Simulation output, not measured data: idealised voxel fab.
process module | voxel self aligned contacts
The cross-section shown here is cut; it is 220 nm wide and divided into square cells measuring 5 nm on a side.
Notation: cross-section as square-cell grid; stated in bands, top first, going down; one or more cell rows per band. Quick guide to a band line: top height, bottom height (nm) up front; then every material left to right with its width in nm. Only one material and it's marked "full width"? Then it fills the band edge to edge. And "air" just means empty space. Heights from 0 (as-received wafer is one material below). Bottom band endless downward, as "0 -> down". With a width like "30 to 40", each row of cells in the band differs from the next by the same amount, the top row carrying the first number and the bottom row the second. A step reported as "no modification" is a step in which no cell of the cross-section changed. This entry, "Enclosed internal cavities", enumerates those empty regions of no fewer than 8 cells that possess no open connection to the top. Each region is reported in the form width x height at distance, the distance being taken from the left edge, with all three quantities expressed in nm. Post-settings text on a step line: simulator's own remark regarding the step. "overlay nm" answers the question of how far to the right of plan the mask lay on a step that has a mask, and when it is negative the answer is to the left.

Plan:
1 RECEIVE with material Si
2 CONFORMAL_DEP with material SiO2, thk nm 5
3 DIRECTIONAL_DEP with material polySi, thk nm 25
4 DIRECTIONAL_DEP with material SiN, thk nm 25
5 PATTERN with tone cover, mask id GATE, material resist, width nm 30, pitch nm 75, thk nm 20, overlay nm 0
6 DIRECTIONAL_ETCH with etch materials SiN, depth nm 25
7 DIRECTIONAL_ETCH with etch materials polySi, depth nm 25
8 STRIP with etch materials resist
9 CONFORMAL_DEP with material SiN, thk nm 10
10 DIRECTIONAL_ETCH with etch materials SiN, depth nm 10
11 FILL_DEP with material SiO2, thk nm 15
12 CMP with height nm 60
13 MASKED_ETCH with tone open, mask id CONTACT, width nm 55, etch materials SiO2, depth nm 60, overlay nm 0
14 CONFORMAL_DEP with material TiN, thk nm 5
15 FILL_DEP with material W, thk nm 5
16 CMP with height nm 60
17 CONFORMAL_DEP with material SiCN, thk nm 5

Delivered wafer in cross-section: state after step 1:
* 0 -> down  Si full width
* Enclosed internal cavities: none

The plan above was carried out on the starting structure above with one mistake, and this cross-section shows the wafer at the end of the module:
* 65 -> 60  SiCN full width
* 60 -> 50  SiO2 80  TiN 5 to 20  W 45 to 15  TiN 5 to 20  SiO2 85
* 50 -> 25  SiO2 45  SiN 50  TiN 5  W 15  TiN 5  SiN 50  SiO2 50
* 25 -> 5  SiO2 45  SiN 10  polySi 30  SiN 10  TiN 5  W 15  TiN 5  SiN 10  polySi 30  SiN 10  SiO2 50
* 5 -> 0  SiO2 45  SiN 10  polySi 30  SiN 10  TiN 25  SiN 10  polySi 30  SiN 10  SiO2 50
* 0 -> down  Si full width
* Enclosed internal cavities: none
It is concluded that the wafer was processed incorrectly with respect to the plan, in that step 2 of the plan was bypassed and not carried out
